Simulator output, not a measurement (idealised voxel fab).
Process module, titled voxel released beams
Square cells of 5 nm make up the cross-section cut, whose width is 140 nm.
This document writes a cross-section as a grid whose cells are square, and gives it as bands, listed from the top down; one or more rows of cells form a band. Top, bottom (nm), then materials left to right with widths (nm); lone material tagged "full width" fills the whole band edge to edge; "air" = empty space. For the purposes of this specification, 0 denotes the height below which the wafer in its as-received condition is composed wholly of one material, and the lowermost band, lacking a lower limit, extends downward without end, as expressed in "z 0 and below". Per-row width for "30..40": begins at first number (top row of band), ends at second number (bottom row), increment between rows held constant. "everything unchanged" means the step left every cell of the cross-section as it was. "Enclosed internal voids": sealed empty spaces, 8 cells or more, no open way to top, listed width x height at distance, with distance from the left edge and width, height and distance in nm. Heads up: the bit after the settings on a step's line is the simulator's remark on that step. overlay nm: right-of-plan distance of the mask on a masked step; negative values mean left-of-plan.
THE PLANNED PROCESS STEPS ARE ENUMERATED HEREUNDER
1. RECEIVE, material Si
2. CONFORMAL_DEP, material Al2O3, thk nm 10
3. DIRECTIONAL_DEP, material SiO2, thk nm 15
4. MASKED_ETCH, tone open, mask id ANCHOR, width nm 25, etch materials SiO2, depth nm 15, overlay nm 0
5. CONFORMAL_DEP, material W, thk nm 10
6. MASKED_ETCH, tone cover, mask id BEAM, width nm 70, etch materials W, depth nm 10, overlay nm 0
7. STRIP, etch materials SiO2
SO THIS IS THE INCOMING WAFER IN CROSS-SECTION - IT'S ALREADY BEEN THROUGH STEP 1
  z 0 and below = Si full width
  Enclosed internal voids: none
POST-MODULE CROSS-SECTION OF THE FIRST OF TWO WAFERS (RUN PER PLAN)
  z 35 to 25 = 30 of air / 15 of W / 5 of air / 50 of W / 40 of air
  z 25 to 20 = 35 of air / 10 of W / 5 of air / 10 of W / 80 of air
  z 20 to 10 = 35 of air / 25 of W / 80 of air
  z 10 to 0 = Al2O3 full width
  z 0 and below = Si full width
  Enclosed internal voids: none
SECOND WAFER CROSS-SECTION AT END OF MODULE - SHARED START AND PLAN WITH THE FIRST, ONE MISTAKE IN THE RUN
  z 35 to 25 = 30 of air / 70 of W / 40 of air
  z 25 to 15 = Al2O3 full width
  z 15 to 0 = SiO2 full width
  z 0 and below = Si full width
  Enclosed internal voids: none
Heads up, the wafer didn't run the way we planned it: steps 2 and 3 of the plan were each performed in the slot designated for the other
Count the cells at the end and the second wafer has more or fewer of some materials than the first: SiO2: 84 more; W: 12 fewer
